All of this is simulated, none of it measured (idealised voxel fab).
The name of this process module is voxel tone inversion.
The figure presents cross-section cut, which has a width of 195 nm and is divided into square cells with an edge length of 5 nm.
If you're reading a cross-section in this doc, picture square cells in a grid; it comes to you as bands, top ones listed first down to the bottom, and a band can be one or more rows of cells.
Top height, bottom height, nm. Materials left to right, width each, nm. Single material + "throughout" = fills band edge to edge. "empty" = empty.
The reference from which all heights are counted is 0, the level beneath which the as-received wafer is entirely one material; the lowest band, having no lower bound, proceeds downward and is written after the example "from 0 down".
Quick explanation for "30 to 40": the width changes in equal steps down the rows of cells, from the first number in the band's top row to the second number in its bottom row.
Basically "same as before" means that step didn't change any cell in the cross-section.
The entry titled "Closed void catalog" provides the empty spaces that have no open way to the top, restricted to those of 8 cells or more. Each is presented as width x height at distance, the distance being measured from the left edge, with all three in nm.
Heads up: the bit after the settings on a step's line is the simulator's remark on that step.
Regarding "overlay nm": on a step with a mask, it is the distance the mask lay to the right of its planned place; a negative value places it to the left.
INTENDED PROCESS STEPS
step 1: RECEIVE,material Si
step 2: CONFORMAL_DEP,material SiN,thk nm 10
step 3: DIRECTIONAL_DEP,material aC,thk nm 15
step 4: PATTERN,tone cover,mask id POSTS,material resist,width nm 20,pitch nm 45,thk nm 25,overlay nm 0
step 5: DIRECTIONAL_ETCH,etch materials aC,depth nm 15
step 6: STRIP,etch materials resist
step 7: FILL_DEP,material lowk,thk nm 5
step 8: CMP,height nm 25
step 9: STRIP,etch materials aC
CROSS-SECTIONAL VIEW OF THE WAFER IN ITS AS-RECEIVED CONDITION, CORRESPONDING TO THE STATE AFTER STEP 1
  from 0 down = Si throughout
  Closed void catalog: none
STARTING WAFER: ABOVE. PLAN: ABOVE. RUN: ONE MISTAKE. CROSS-SECTION AFTER THE MODULE: BELOW
  from 20 to 10 = lowk: 65; empty: 20; lowk: 25; empty: 20; lowk: 65
  from 10 to 0 = SiN throughout
  from 0 down = Si throughout
  Closed void catalog: none
Run error: step 8 deviated from plan and actually ran as CMP,height nm 20
